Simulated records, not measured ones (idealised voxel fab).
The name of this process module is voxel transistor to metal.
Square cells of 5 nm make up the cross-section cut, whose width is 205 nm.
Bands, listed from the top down, are how a cross-section gets written in this document; the cross-section itself is a grid of square cells, and a band is one or more rows of them. The entry gives the band's vertical extent as a top height and a bottom height in nm, then its horizontal make-up as materials from left to right, each with a width in nm. "empty" stands for empty space; a single material marked "everywhere" fills the band edge to edge. The reference from which all heights are counted is 0, the level beneath which the as-received wafer is entirely one material; the lowest band, having no lower bound, proceeds downward and is written after the example "0 nm and below". You'd read "30->40" like this: the band's top row of cells is as wide as the first number, its bottom row is as wide as the second, and going down, every row changes width by the same amount as the row before did. "nothing got changed" (step): cross-section cells unchanged, all of them. Reported under the label "Unvented internal voids" are the empty spaces having no open way to the top and comprising 8 cells or more; the notation for each is width x height at distance, in which the distance is measured from the left edge and all three values are in nm. If you see something after the settings on a step's line, that's the simulator's own remark about that step. The line of a step may include "overlay nm". On a step with a mask, this value is how far to the right of its planned place the mask lay. A negative value means the mask lay to the left. Quick note on how to read the rest: it's all pairs. You get the cross-section before a process step and the one after, but the after one only goes down as far as the lowest band that changed. The step in between, with its settings, sits under the pair. Heads up, the pairs can come from different runs of this module on the same starting wafer, so don't assume a pair picks up from the one above unless its "Prior to processing" entry says it does.
# Prior to processing
    130 nm to 115 nm  50 aC, then 20 empty, then 65 aC, then 20 empty, then 50 aC
    115 nm to 100 nm  50 SiO2, then 20 aC, then 65 SiO2, then 20 aC, then 50 SiO2
    100 nm to 90 nm  SiO2 everywhere
    90 nm to 85 nm  SiCN everywhere
    85 nm to 60 nm  50 lowk, then 20 W, then 65 lowk, then 20 W, then 50 lowk
    60 nm to 55 nm  50 lowk, then 30 TiN, then 55 lowk, then 30 TiN, then 40 lowk
    55 nm to 40 nm  50 SiO2, then 5 TiN, then 10 W, then 5 TiN, then 65 SiO2, then 5 TiN, then 10 W, then 5 TiN, then 50 SiO2
    40 nm to 30 nm  50 SiO2, then 5 TiN, then 10 W, then 5 TiN, then 10 SiO2, then 10 SiN, then 25 SiCN, then 10 SiN, then 10 SiO2, then 5 TiN, then 10 W, then 5 TiN, then 50 SiO2
    30 nm to 10 nm  50 SiO2, then 5 TiN, then 10 W, then 5 TiN, then 10 SiO2, then 10 SiN, then 25 polySi, then 10 SiN, then 10 SiO2, then 5 TiN, then 10 W, then 5 TiN, then 50 SiO2
    10 nm to 0 nm  40 SiO2, then 10 SiN, then 5 TiN, then 10 W, then 5 TiN, then 10 SiO2, then 10 SiN, then 25 polySi, then 10 SiN, then 10 SiO2, then 5 TiN, then 10 W, then 5 TiN, then 10 SiN, then 40 SiO2
    0 nm to -5 nm  50 SiO2, then 20 TiN, then 5 SiO2, then 5 SiGe, then 45 SiO2, then 5 SiGe, then 5 SiO2, then 20 TiN, then 50 SiO2
    -5 nm to -10 nm  50 SiO2, then 30 SiGe, then 45 Si, then 30 SiGe, then 50 SiO2
    -10 nm to -35 nm  50 SiO2, then 105 Si, then 50 SiO2
    -35 nm and below  Si everywhere
    Unvented internal voids: none
# Post-Step Section View
    160 nm to 130 nm  50 resist, then 15 empty, then 70 resist, then 15 empty, then 55 resist
    130 nm to 115 nm  50 aC, then 15 empty, then 5 resist, then 65 aC, then 15 empty, then 5 resist, then 50 aC
    Note: structure below 115 unchanged.
    Unvented internal voids: none
The before and after cross-sections above differ by one step: PATTERN,tone open,mask id METAL_2_HOLES,material resist,width nm 15,pitch nm 85,thk nm 30,overlay nm 0
Prior to processing: equal to the after panel directly above.
# Post-Step Section View
    145 nm to 130 nm  50 resist, then 15 empty, then 70 resist, then 15 empty, then 55 resist
    130 nm to 115 nm  50 aC, then 15 empty, then 5 resist, then 65 aC, then 15 empty, then 5 resist, then 50 aC
    115 nm to 100 nm  50 SiO2, then 15 empty, then 5 aC, then 65 SiO2, then 15 empty, then 5 aC, then 50 SiO2
    Note: structure below 100 unchanged.
    Unvented internal voids: none
The before and after cross-sections above differ by one step: DIRECTIONAL_ETCH,etch materials aC,depth nm 15
Prior to processing: equal to the after panel directly above.
# Post-Step Section View
    130 nm to 115 nm  50 aC, then 20 empty, then 65 aC, then 20 empty, then 50 aC
    Note: structure below 115 unchanged.
    Unvented internal voids: none
The before and after cross-sections above differ by one step: STRIP,etch materials resist
Prior to processing: equal to the after panel directly above.
# Post-Step Section View
    130 nm to 115 nm  50 aC, then 20 empty, then 65 aC, then 20 empty, then 50 aC
    115 nm to 100 nm  50 SiO2, then 15 empty, then 5 aC, then 65 SiO2, then 15 empty, then 5 aC, then 50 SiO2
    100 nm to 90 nm  50 SiO2, then 15 empty, then 70 SiO2, then 15 empty, then 55 SiO2
    Note: structure below 90 unchanged.
    Unvented internal voids: none
The before and after cross-sections above differ by one step: DIRECTIONAL_ETCH,etch materials SiO2,depth nm 10
Prior to processing: equal to the after panel directly above.
# Post-Step Section View
    130 nm to 115 nm  50 aC, then 20 empty, then 65 aC, then 20 empty, then 50 aC
    115 nm to 100 nm  50 SiO2, then 15 empty, then 5 aC, then 65 SiO2, then 15 empty, then 5 aC, then 50 SiO2
    100 nm to 90 nm  50 SiO2, then 15 empty, then 70 SiO2, then 15 empty, then 55 SiO2
    90 nm to 85 nm  50 SiCN, then 15 empty, then 70 SiCN, then 15 empty, then 55 SiCN
    Note: structure below 85 unchanged.
    Unvented internal voids: none
The before and after cross-sections above differ by one step: DIRECTIONAL_ETCH,etch materials SiCN,depth nm 5
Prior to processing: equal to the after panel directly above.
# Post-Step Section View
    115 nm to 100 nm  50 SiO2, then 20 empty, then 65 SiO2, then 20 empty, then 50 SiO2
    Note: structure below 100 unchanged.
    Unvented internal voids: none
The before and after cross-sections above differ by one step: STRIP,etch materials aC
Prior to processing: equal to the after panel directly above.
# Post-Step Section View
    120 nm to 115 nm  55 TiN, then 10 empty, then 75 TiN, then 10 empty, then 55 TiN
    115 nm to 105 nm  50 SiO2, then 5 TiN, then 10 empty, then 5 TiN, then 65 SiO2, then 5 TiN, then 10 empty, then 5 TiN, then 50 SiO2
    105 nm to 100 nm  50 SiO2, then 5 TiN, then 5 empty, then 10 TiN, then 65 SiO2, then 5 TiN, then 5 empty, then 10 TiN, then 50 SiO2
    100 nm to 90 nm  50 SiO2, then 5 TiN, then 5 empty, then 5 TiN, then 70 SiO2, then 5 TiN, then 5 empty, then 5 TiN, then 55 SiO2
    90 nm to 85 nm  50 SiCN, then 15 TiN, then 70 SiCN, then 15 TiN, then 55 SiCN
    Note: structure below 85 unchanged.
    Unvented internal voids: none
The before and after cross-sections above differ by one step: CONFORMAL_DEP,material TiN,thk nm 5
Prior to processing: equal to the after panel directly above.
# Post-Step Section View
    130 nm to 120 nm  Ru everywhere
    120 nm to 115 nm  55 TiN, then 10 Ru, then 75 TiN, then 10 Ru, then 55 TiN
    115 nm to 105 nm  50 SiO2, then 5 TiN, then 10 Ru, then 5 TiN, then 65 SiO2, then 5 TiN, then 10 Ru, then 5 TiN, then 50 SiO2
    105 nm to 100 nm  50 SiO2, then 5 TiN, then 5 Ru, then 10 TiN, then 65 SiO2, then 5 TiN, then 5 Ru, then 10 TiN, then 50 SiO2
    100 nm to 90 nm  50 SiO2, then 5 TiN, then 5 Ru, then 5 TiN, then 70 SiO2, then 5 TiN, then 5 Ru, then 5 TiN, then 55 SiO2
    Note: structure below 90 unchanged.
    Unvented internal voids: none
The before and after cross-sections above differ by one step: FILL_DEP,material Ru,thk nm 10
Prior to processing: equal to the after panel directly above.
# Post-Step Section View
    115 nm to 105 nm  50 SiO2, then 5 TiN, then 10 Ru, then 5 TiN, then 65 SiO2, then 5 TiN, then 10 Ru, then 5 TiN, then 50 SiO2
    Note: structure below 105 unchanged.
    Unvented internal voids: none
The before and after cross-sections above differ by one step: CMP,height nm 115
Prior to processing: equal to the after panel directly above.
# Post-Step Section View
    120 nm to 115 nm  SiCN everywhere
    Note: structure below 115 unchanged.
    Unvented internal voids: none
The before and after cross-sections above differ by one step: CONFORMAL_DEP,material SiCN,thk nm 5
# Prior to processing
    85 nm to 60 nm  50 lowk, then 20 W, then 65 lowk, then 20 W, then 50 lowk
    60 nm to 55 nm  50 lowk, then 20 TiN, then 65 lowk, then 20 TiN, then 50 lowk
    55 nm to 40 nm  50 SiO2, then 5 TiN, then 10 W, then 5 TiN, then 65 SiO2, then 5 TiN, then 10 W, then 5 TiN, then 50 SiO2
    40 nm to 30 nm  50 SiO2, then 5 TiN, then 10 W, then 5 TiN, then 10 SiO2, then 10 SiN, then 25 SiCN, then 10 SiN, then 10 SiO2, then 5 TiN, then 10 W, then 5 TiN, then 50 SiO2
    30 nm to 10 nm  50 SiO2, then 5 TiN, then 10 W, then 5 TiN, then 10 SiO2, then 10 SiN, then 25 polySi, then 10 SiN, then 10 SiO2, then 5 TiN, then 10 W, then 5 TiN, then 50 SiO2
    10 nm to 0 nm  40 SiO2, then 10 SiN, then 5 TiN, then 10 W, then 5 TiN, then 10 SiO2, then 10 SiN, then 25 polySi, then 10 SiN, then 10 SiO2, then 5 TiN, then 10 W, then 5 TiN, then 10 SiN, then 40 SiO2
    0 nm to -5 nm  50 SiO2, then 20 TiN, then 5 SiO2, then 5 SiGe, then 45 SiO2, then 5 SiGe, then 5 SiO2, then 20 TiN, then 50 SiO2
    -5 nm to -10 nm  50 SiO2, then 30 SiGe, then 45 Si, then 30 SiGe, then 50 SiO2
    -10 nm to -35 nm  50 SiO2, then 105 Si, then 50 SiO2
    -35 nm and below  Si everywhere
    Unvented internal voids: none
# Post-Step Section View
    90 nm to 85 nm  SiN everywhere
    Note: structure below 85 unchanged.
    Unvented internal voids: none
The before and after cross-sections above differ by one step: CONFORMAL_DEP,material SiN,thk nm 5
Prior to processing: equal to the after panel directly above.
# Post-Step Section View
    115 nm to 90 nm  SiO2 everywhere
    Note: structure below 90 unchanged.
    Unvented internal voids: none
The before and after cross-sections above differ by one step: DIRECTIONAL_DEP,material SiO2,thk nm 25
Prior to processing: equal to the after panel directly above.
# Post-Step Section View
    130 nm to 115 nm  aC everywhere
    Note: structure below 115 unchanged.
    Unvented internal voids: none
The before and after cross-sections above differ by one step: DIRECTIONAL_DEP,material aC,thk nm 15
Prior to processing: equal to the after panel directly above.
# Post-Step Section View
    160 nm to 130 nm  50 resist, then 20 empty, then 65 resist, then 20 empty, then 50 resist
    Note: structure below 130 unchanged.
    Unvented internal voids: none
The before and after cross-sections above differ by one step: PATTERN,tone open,mask id METAL_2,material resist,width nm 20,pitch nm 85,thk nm 30,overlay nm 0
Prior to processing: equal to the after panel directly above.
# Post-Step Section View
    145 nm to 130 nm  50 resist, then 20 empty, then 65 resist, then 20 empty, then 50 resist
    130 nm to 115 nm  50 aC, then 20 empty, then 65 aC, then 20 empty, then 50 aC
    Note: structure below 115 unchanged.
    Unvented internal voids: none
The before and after cross-sections above differ by one step: DIRECTIONAL_ETCH,etch materials aC,depth nm 15
Prior to processing: equal to the after panel directly above.
# Post-Step Section View
    130 nm to 115 nm  50 aC, then 20 empty, then 65 aC, then 20 empty, then 50 aC
    Note: structure below 115 unchanged.
    Unvented internal voids: none
The before and after cross-sections above differ by one step: STRIP,etch materials resist
Prior to processing: equal to the after panel directly above.
# Post-Step Section View
    130 nm to 115 nm  50 aC, then 20 empty, then 65 aC, then 20 empty, then 50 aC
    115 nm to 100 nm  50 SiO2, then 20 empty, then 65 SiO2, then 20 empty, then 50 SiO2
    Note: structure below 100 unchanged.
    Unvented internal voids: none
The before and after cross-sections above differ by one step: DIRECTIONAL_ETCH,etch materials SiO2,depth nm 15
Prior to processing: equal to the after panel directly above.
# Post-Step Section View
    115 nm to 100 nm  50 SiO2, then 20 empty, then 65 SiO2, then 20 empty, then 50 SiO2
    Note: structure below 100 unchanged.
    Unvented internal voids: none
The before and after cross-sections above differ by one step: STRIP,etch materials aC
Prior to processing: equal to the after panel directly above.
# Post-Step Section View
    130 nm to 115 nm  50 aC, then 20 empty, then 65 aC, then 20 empty, then 50 aC
    115 nm to 100 nm  50 SiO2, then 20 aC, then 65 SiO2, then 20 aC, then 50 SiO2
    Note: structure below 100 unchanged.
    Unvented internal voids: none
The before and after cross-sections above differ by one step: DIRECTIONAL_DEP,material aC,thk nm 15
Prior to processing: equal to the after panel directly above.
# Post-Step Section View
    160 nm to 130 nm  50 resist, then 15 empty, then 70 resist, then 15 empty, then 55 resist
    130 nm to 115 nm  50 aC, then 15 empty, then 5 resist, then 65 aC, then 15 empty, then 5 resist, then 50 aC
    Note: structure below 115 unchanged.
    Unvented internal voids: none
The before and after cross-sections above differ by one step: PATTERN,tone open,mask id METAL_2_HOLES,material resist,width nm 15,pitch nm 85,thk nm 30,overlay nm 0
Prior to processing: equal to the after panel directly above.
# Post-Step Section View
    145 nm to 130 nm  50 resist, then 15 empty, then 70 resist, then 15 empty, then 55 resist
    130 nm to 115 nm  50 aC, then 15 empty, then 5 resist, then 65 aC, then 15 empty, then 5 resist, then 50 aC
    115 nm to 100 nm  50 SiO2, then 15 empty, then 5 aC, then 65 SiO2, then 15 empty, then 5 aC, then 50 SiO2
    Note: structure below 100 unchanged.
    Unvented internal voids: none
The before and after cross-sections above differ by one step: DIRECTIONAL_ETCH,etch materials aC,depth nm 15
Prior to processing: equal to the after panel directly above.
# Post-Step Section View
    130 nm to 115 nm  50 aC, then 20 empty, then 65 aC, then 20 empty, then 50 aC
    Note: structure below 115 unchanged.
    Unvented internal voids: none
The before and after cross-sections above differ by one step: STRIP,etch materials resist
Prior to processing: equal to the after panel directly above.
# Post-Step Section View
    130 nm to 115 nm  50 aC, then 20 empty, then 65 aC, then 20 empty, then 50 aC
    115 nm to 100 nm  50 SiO2, then 15 empty, then 5 aC, then 65 SiO2, then 15 empty, then 5 aC, then 50 SiO2
    100 nm to 90 nm  50 SiO2, then 15 empty, then 70 SiO2, then 15 empty, then 55 SiO2
    Note: structure below 90 unchanged.
    Unvented internal voids: none
The before and after cross-sections above differ by one step: DIRECTIONAL_ETCH,etch materials SiO2,depth nm 10
Prior to processing: equal to the after panel directly above.
# Post-Step Section View
    115 nm to 100 nm  50 SiO2, then 20 empty, then 65 SiO2, then 20 empty, then 50 SiO2
    Note: structure below 100 unchanged.
    Unvented internal voids: none
The before and after cross-sections above differ by one step: STRIP,etch materials aC
Prior to processing: equal to the after panel directly above.
# Post-Step Section View
    120 nm to 115 nm  55 TiN, then 10 empty, then 75 TiN, then 10 empty, then 55 TiN
    115 nm to 105 nm  50 SiO2, then 5 TiN, then 10 empty, then 5 TiN, then 65 SiO2, then 5 TiN, then 10 empty, then 5 TiN, then 50 SiO2
    105 nm to 95 nm  50 SiO2, then 5 TiN, then 5 empty, then 10->5 TiN, then 65->70 SiO2, then 5 TiN, then 5 empty, then 10->5 TiN, then 50->55 SiO2
    95 nm to 90 nm  50 SiO2, then 15 TiN, then 70 SiO2, then 15 TiN, then 55 SiO2
    Note: structure below 90 unchanged.
    Unvented internal voids: none
The before and after cross-sections above differ by one step: CONFORMAL_DEP,material TiN,thk nm 5
Prior to processing: equal to the after panel directly above.
# Post-Step Section View
    130 nm to 120 nm  Ru everywhere
    120 nm to 115 nm  55 TiN, then 10 Ru, then 75 TiN, then 10 Ru, then 55 TiN
    115 nm to 105 nm  50 SiO2, then 5 TiN, then 10 Ru, then 5 TiN, then 65 SiO2, then 5 TiN, then 10 Ru, then 5 TiN, then 50 SiO2
    105 nm to 95 nm  50 SiO2, then 5 TiN, then 5 Ru, then 10->5 TiN, then 65->70 SiO2, then 5 TiN, then 5 Ru, then 10->5 TiN, then 50->55 SiO2
    Note: structure below 95 unchanged.
    Unvented internal voids: none
The before and after cross-sections above differ by one step: FILL_DEP,material Ru,thk nm 10
Prior to processing: equal to the after panel directly above.
# Post-Step Section View
    115 nm to 105 nm  50 SiO2, then 5 TiN, then 10 Ru, then 5 TiN, then 65 SiO2, then 5 TiN, then 10 Ru, then 5 TiN, then 50 SiO2
    Note: structure below 105 unchanged.
    Unvented internal voids: none
The before and after cross-sections above differ by one step: CMP,height nm 115
Prior to processing: equal to the after panel directly above.
# Post-Step Section View
    120 nm to 115 nm  SiCN everywhere
    Note: structure below 115 unchanged.
    Unvented internal voids: none
The before and after cross-sections above differ by one step: CONFORMAL_DEP,material SiCN,thk nm 5
# Prior to processing
    20 nm to 5 nm  SiN everywhere
    5 nm to 0 nm  SiO2 everywhere
    0 nm and below  Si everywhere
    Unvented internal voids: none
# Post-Step Section View
    20 nm to 5 nm  45 SiN, then 115 empty, then 45 SiN
    Note: structure below 5 unchanged.
    Unvented internal voids: none
The before and after cross-sections above differ by one step: MASKED_ETCH,tone open,mask id ACTIVE,width nm 115,etch materials SiN,depth nm 15,overlay nm 0
Prior to processing: equal to the after panel directly above.
# Post-Step Section View
    35 nm to 20 nm  SiO2 everywhere
    20 nm to 5 nm  45 SiN, then 115 SiO2, then 45 SiN
    Note: structure below 5 unchanged.
    Unvented internal voids: none
The before and after cross-sections above differ by one step: FILL_DEP,material SiO2,thk nm 15
Prior to processing: equal to the after panel directly above.
# Post-Step Section View
    20 nm to 5 nm  45 SiN, then 115 SiO2, then 45 SiN
    Note: structure below 5 unchanged.
    Unvented internal voids: none
The before and after cross-sections above differ by one step: CMP,height nm 20
Prior to processing: equal to the after panel directly above.
# Post-Step Section View
    20 nm to 15 nm  45 SiN, then 115 empty, then 45 SiN
    Note: structure below 15 unchanged.
    Unvented internal voids: none
The before and after cross-sections above differ by one step: SELECTIVE_ETCH,etch materials SiO2,depth nm 5
Prior to processing: equal to the after panel directly above.
# Post-Step Section View
    15 nm to 5 nm  45 empty, then 115 SiO2, then 45 empty
    Note: structure below 5 unchanged.
    Unvented internal voids: none
The before and after cross-sections above differ by one step: STRIP,etch materials SiN
Prior to processing: equal to the after panel directly above.
# Post-Step Section View
    10 nm to 0 nm  50 empty, then 105 SiO2, then 50 empty
    Note: structure below 0 unchanged.
    Unvented internal voids: none
The before and after cross-sections above differ by one step: SELECTIVE_ETCH,etch materials SiO2,depth nm 5
Prior to processing: equal to the after panel directly above.
# Post-Step Section View
    10 nm to 0 nm  50 empty, then 105 SiO2, then 50 empty
    0 nm to -5 nm  55 SiO2, then 95 Si, then 55 SiO2
    Note: structure below -5 unchanged.
    Unvented internal voids: none
The before and after cross-sections above differ by one step: OXIDIZE,depth nm 5
Prior to processing: equal to the after panel directly above.
# Post-Step Section View
    40 nm to 30 nm  50 empty, then 105 polySi, then 50 empty
    30 nm to 10 nm  polySi everywhere
    10 nm to 0 nm  50 polySi, then 105 SiO2, then 50 polySi
    Note: structure below 0 unchanged.
    Unvented internal voids: none
The before and after cross-sections above differ by one step: DIRECTIONAL_DEP,material polySi,thk nm 30
Prior to processing: equal to the after panel directly above.
# Post-Step Section View
    50 nm to 40 nm  50 empty, then 105 SiCN, then 50 empty
    40 nm to 30 nm  50 SiCN, then 105 polySi, then 50 SiCN
    Note: structure below 30 unchanged.
    Unvented internal voids: none
The before and after cross-sections above differ by one step: DIRECTIONAL_DEP,material SiCN,thk nm 10
Prior to processing: equal to the after panel directly above.
# Post-Step Section View
    50 nm to 40 nm  90 empty, then 25 SiCN, then 90 empty
    40 nm to 30 nm  50 empty, then 105 polySi, then 50 empty
    Note: structure below 30 unchanged.
    Unvented internal voids: none
The before and after cross-sections above differ by one step: MASKED_ETCH,tone cover,mask id GATE,width nm 25,etch materials SiCN,depth nm 20,overlay nm 0
Prior to processing: equal to the after panel directly above.
# Post-Step Section View
    50 nm to 40 nm  90 empty, then 25 SiCN, then 90 empty
    40 nm to 10 nm  90 empty, then 25 polySi, then 90 empty
    10 nm to 0 nm  50 empty, then 105 SiO2, then 50 empty
    Note: structure below 0 unchanged.
    Unvented internal voids: none
The before and after cross-sections above differ by one step: MASKED_ETCH,tone cover,mask id GATE,width nm 25,etch materials polySi,depth nm 40,overlay nm 0
Prior to processing: equal to the after panel directly above.
# Post-Step Section View
    60 nm to 50 nm  80 empty, then 45 SiN, then 80 empty
    50 nm to 40 nm  80 empty, then 10 SiN, then 25 SiCN, then 10 SiN, then 80 empty
    40 nm to 20 nm  80 empty, then 10 SiN, then 25 polySi, then 10 SiN, then 80 empty
    20 nm to 10 nm  40 empty, then 50 SiN, then 25 polySi, then 50 SiN, then 40 empty
    10 nm to 0 nm  50 SiN, then 105 SiO2, then 50 SiN
    Note: structure below 0 unchanged.
    Unvented internal voids: none
The before and after cross-sections above differ by one step: CONFORMAL_DEP,material SiN,thk nm 10
Prior to processing: equal to the after panel directly above.
# Post-Step Section View
    50 nm to 40 nm  80 empty, then 10 SiN, then 25 SiCN, then 10 SiN, then 80 empty
    40 nm to 10 nm  80 empty, then 10 SiN, then 25 polySi, then 10 SiN, then 80 empty
    10 nm to 0 nm  40 empty, then 10 SiN, then 105 SiO2, then 10 SiN, then 40 empty
    Note: structure below 0 unchanged.
    Unvented internal voids: none
The before and after cross-sections above differ by one step: DIRECTIONAL_ETCH,etch materials SiN,depth nm 10
Prior to processing: equal to the after panel directly above.
# Post-Step Section View
    50 nm to 40 nm  80 empty, then 10 SiN, then 25 SiCN, then 10 SiN, then 80 empty
    40 nm to 10 nm  80 empty, then 10 SiN, then 25 polySi, then 10 SiN, then 80 empty
    10 nm to 5 nm  40 empty, then 10 SiN, then 30 empty, then 45 SiO2, then 30 empty, then 10 SiN, then 40 empty
    5 nm to 0 nm  40 empty, then 10 SiN, then 105 SiO2, then 10 SiN, then 40 empty
    0 nm to -5 nm  40 empty, then 15 SiO2, then 95 Si, then 15 SiO2, then 40 empty
    Note: structure below -5 unchanged.
    Unvented internal voids: none
The before and after cross-sections above differ by one step: DIRECTIONAL_ETCH,etch materials SiO2,depth nm 5
Prior to processing: equal to the after panel directly above.
# Post-Step Section View
    50 nm to 40 nm  80 empty, then 10 SiN, then 25 SiCN, then 10 SiN, then 80 empty
    40 nm to 10 nm  80 empty, then 10 SiN, then 25 polySi, then 10 SiN, then 80 empty
    10 nm to 5 nm  40 empty, then 10 SiN, then 30 empty, then 45 SiO2, then 30 empty, then 10 SiN, then 40 empty
    5 nm to 0 nm  40 empty, then 10 SiN, then 105 SiO2, then 10 SiN, then 40 empty
    0 nm to -5 nm  40 empty, then 15 SiO2, then 95 Si, then 15 SiO2, then 40 empty
    -5 nm to -10 nm  40 empty, then 125 Si, then 40 empty
    Note: structure below -10 unchanged.
    Unvented internal voids: none
The before and after cross-sections above differ by one step: DIRECTIONAL_ETCH,etch materials Si,depth nm 5
Prior to processing: equal to the after panel directly above.
# Post-Step Section View
    50 nm to 40 nm  80 empty, then 10 SiN, then 25 SiCN, then 10 SiN, then 80 empty
    40 nm to 10 nm  80 empty, then 10 SiN, then 25 polySi, then 10 SiN, then 80 empty
    10 nm to 5 nm  40 empty, then 10 SiN, then 30 empty, then 45 SiO2, then 30 empty, then 10 SiN, then 40 empty
    5 nm to 0 nm  40 empty, then 10 SiN, then 105 SiO2, then 10 SiN, then 40 empty
    0 nm to -5 nm  35 empty, then 5 SiGe, then 15 SiO2, then 95 Si, then 15 SiO2, then 5 SiGe, then 35 empty
    -5 nm to -10 nm  40 SiGe, then 125 Si, then 40 SiGe
    Note: structure below -10 unchanged.
    Unvented internal voids: none
The before and after cross-sections above differ by one step: EPI,material SiGe,thk nm 5
Prior to processing: equal to the after panel directly above.
# Post-Step Section View
    55 nm to 50 nm  SiO2 everywhere
    50 nm to 40 nm  80 SiO2, then 10 SiN, then 25 SiCN, then 10 SiN, then 80 SiO2
    40 nm to 10 nm  80 SiO2, then 10 SiN, then 25 polySi, then 10 SiN, then 80 SiO2
    10 nm to 0 nm  40 SiO2, then 10 SiN, then 105 SiO2, then 10 SiN, then 40 SiO2
    0 nm to -5 nm  35 SiO2, then 5 SiGe, then 15 SiO2, then 95 Si, then 15 SiO2, then 5 SiGe, then 35 SiO2
    Note: structure below -5 unchanged.
    Unvented internal voids: none
The before and after cross-sections above differ by one step: FILL_DEP,material SiO2,thk nm 5
Prior to processing: equal to the after panel directly above.
# Post-Step Section View
    40 nm to 10 nm  80 SiO2, then 10 SiN, then 25 polySi, then 10 SiN, then 80 SiO2
    Note: structure below 10 unchanged.
    Unvented internal voids: none
The before and after cross-sections above differ by one step: CMP,height nm 40
Prior to processing: equal to the after panel directly above.
# Post-Step Section View
    55 nm to 40 nm  SiO2 everywhere
    Note: structure below 40 unchanged.
    Unvented internal voids: none
The before and after cross-sections above differ by one step: DIRECTIONAL_DEP,material SiO2,thk nm 15
Prior to processing: equal to the after panel directly above.
# Post-Step Section View
    65 nm to 55 nm  aC everywhere
    Note: structure below 55 unchanged.
    Unvented internal voids: none
The before and after cross-sections above differ by one step: DIRECTIONAL_DEP,material aC,thk nm 10
Prior to processing: equal to the after panel directly above.
# Post-Step Section View
    95 nm to 65 nm  50 resist, then 20 empty, then 65 resist, then 20 empty, then 50 resist
    Note: structure below 65 unchanged.
    Unvented internal voids: none
The before and after cross-sections above differ by one step: PATTERN,tone open,mask id CONTACT,material resist,width nm 20,pitch nm 85,thk nm 30,overlay nm 0
Prior to processing: equal to the after panel directly above.
# Post-Step Section View
    85 nm to 65 nm  50 resist, then 20 empty, then 65 resist, then 20 empty, then 50 resist
    65 nm to 55 nm  50 aC, then 20 empty, then 65 aC, then 20 empty, then 50 aC
    Note: structure below 55 unchanged.
    Unvented internal voids: none
The before and after cross-sections above differ by one step: DIRECTIONAL_ETCH,etch materials aC,depth nm 10
Prior to processing: equal to the after panel directly above.
# Post-Step Section View
    65 nm to 55 nm  50 aC, then 20 empty, then 65 aC, then 20 empty, then 50 aC
    Note: structure below 55 unchanged.
    Unvented internal voids: none
The before and after cross-sections above differ by one step: STRIP,etch materials resist
Prior to processing: equal to the after panel directly above.
# Post-Step Section View
    65 nm to 55 nm  50 aC, then 20 empty, then 65 aC, then 20 empty, then 50 aC
    55 nm to 40 nm  50 SiO2, then 20 empty, then 65 SiO2, then 20 empty, then 50 SiO2
    40 nm to 10 nm  50 SiO2, then 20 empty, then 10 SiO2, then 10 SiN, then 25 polySi, then 10 SiN, then 10 SiO2, then 20 empty, then 50 SiO2
    10 nm to 0 nm  40 SiO2, then 10 SiN, then 20 empty, then 65 SiO2, then 20 empty, then 10 SiN, then 40 SiO2
    0 nm to -5 nm  35 SiO2, then 5 SiGe, then 10 SiO2, then 5 empty, then 95 Si, then 5 empty, then 10 SiO2, then 5 SiGe, then 35 SiO2
    Note: structure below -5 unchanged.
    Unvented internal voids: none
The before and after cross-sections above differ by one step: DIRECTIONAL_ETCH,etch materials SiO2,depth nm 60
Prior to processing: equal to the after panel directly above.
# Post-Step Section View
    55 nm to 40 nm  50 SiO2, then 20 empty, then 65 SiO2, then 20 empty, then 50 SiO2
    Note: structure below 40 unchanged.
    Unvented internal voids: none
The before and after cross-sections above differ by one step: STRIP,etch materials aC
Prior to processing: equal to the after panel directly above.
# Post-Step Section View
    60 nm to 55 nm  55 TiN, then 10 empty, then 75 TiN, then 10 empty, then 55 TiN
    55 nm to 40 nm  50 SiO2, then 5 TiN, then 10 empty, then 5 TiN, then 65 SiO2, then 5 TiN, then 10 empty, then 5 TiN, then 50 SiO2
    40 nm to 10 nm  50 SiO2, then 5 TiN, then 10 empty, then 5 TiN, then 10 SiO2, then 10 SiN, then 25 polySi, then 10 SiN, then 10 SiO2, then 5 TiN, then 10 empty, then 5 TiN, then 50 SiO2
    10 nm to 5 nm  40 SiO2, then 10 SiN, then 5 TiN, then 10 empty, then 5 TiN, then 65 SiO2, then 5 TiN, then 10 empty, then 5 TiN, then 10 SiN, then 40 SiO2
    5 nm to 0 nm  40 SiO2, then 10 SiN, then 20 TiN, then 65 SiO2, then 20 TiN, then 10 SiN, then 40 SiO2
    0 nm to -5 nm  35 SiO2, then 5 SiGe, then 10 SiO2, then 5 TiN, then 95 Si, then 5 TiN, then 10 SiO2, then 5 SiGe, then 35 SiO2
    Note: structure below -5 unchanged.
    Unvented internal voids: none
The before and after cross-sections above differ by one step: CONFORMAL_DEP,material TiN,thk nm 5
Prior to processing: equal to the after panel directly above.
# Post-Step Section View
    65 nm to 60 nm  W everywhere
    60 nm to 55 nm  55 TiN, then 10 W, then 75 TiN, then 10 W, then 55 TiN
    55 nm to 40 nm  50 SiO2, then 5 TiN, then 10 W, then 5 TiN, then 65 SiO2, then 5 TiN, then 10 W, then 5 TiN, then 50 SiO2
    40 nm to 10 nm  50 SiO2, then 5 TiN, then 10 W, then 5 TiN, then 10 SiO2, then 10 SiN, then 25 polySi, then 10 SiN, then 10 SiO2, then 5 TiN, then 10 W, then 5 TiN, then 50 SiO2
    10 nm to 5 nm  40 SiO2, then 10 SiN, then 5 TiN, then 10 W, then 5 TiN, then 65 SiO2, then 5 TiN, then 10 W, then 5 TiN, then 10 SiN, then 40 SiO2
    Note: structure below 5 unchanged.
    Unvented internal voids: none
The before and after cross-sections above differ by one step: FILL_DEP,material W,thk nm 5
Prior to processing: equal to the after panel directly above.
# Post-Step Section View
    55 nm to 40 nm  50 SiO2, then 5 TiN, then 10 W, then 5 TiN, then 65 SiO2, then 5 TiN, then 10 W, then 5 TiN, then 50 SiO2
    Note: structure below 40 unchanged.
    Unvented internal voids: none
The before and after cross-sections above differ by one step: CMP,height nm 55
Prior to processing: equal to the after panel directly above.
# Post-Step Section View
    60 nm to 55 nm  TiN everywhere
    Note: structure below 55 unchanged.
    Unvented internal voids: none
The before and after cross-sections above differ by one step: DIRECTIONAL_DEP,material TiN,thk nm 5
Prior to processing: equal to the after panel directly above.
# Post-Step Section View
    85 nm to 60 nm  W everywhere
    Note: structure below 60 unchanged.
    Unvented internal voids: none
The before and after cross-sections above differ by one step: DIRECTIONAL_DEP,material W,thk nm 25
Prior to processing: equal to the after panel directly above.
# Post-Step Section View
    85 nm to 60 nm  50 empty, then 20 W, then 65 empty, then 20 W, then 50 empty
    Note: structure below 60 unchanged.
    Unvented internal voids: none
The before and after cross-sections above differ by one step: MASKED_ETCH,tone cover,mask id METAL_1,width nm 20,pitch nm 85,etch materials W,depth nm 25,overlay nm 0
Prior to processing: equal to the after panel directly above.
# Post-Step Section View
    85 nm to 60 nm  50 empty, then 20 W, then 65 empty, then 20 W, then 50 empty
    60 nm to 55 nm  50 empty, then 20 TiN, then 65 empty, then 20 TiN, then 50 empty
    Note: structure below 55 unchanged.
    Unvented internal voids: none
The before and after cross-sections above differ by one step: MASKED_ETCH,tone cover,mask id METAL_1,width nm 20,pitch nm 85,etch materials TiN,depth nm 5,overlay nm 0
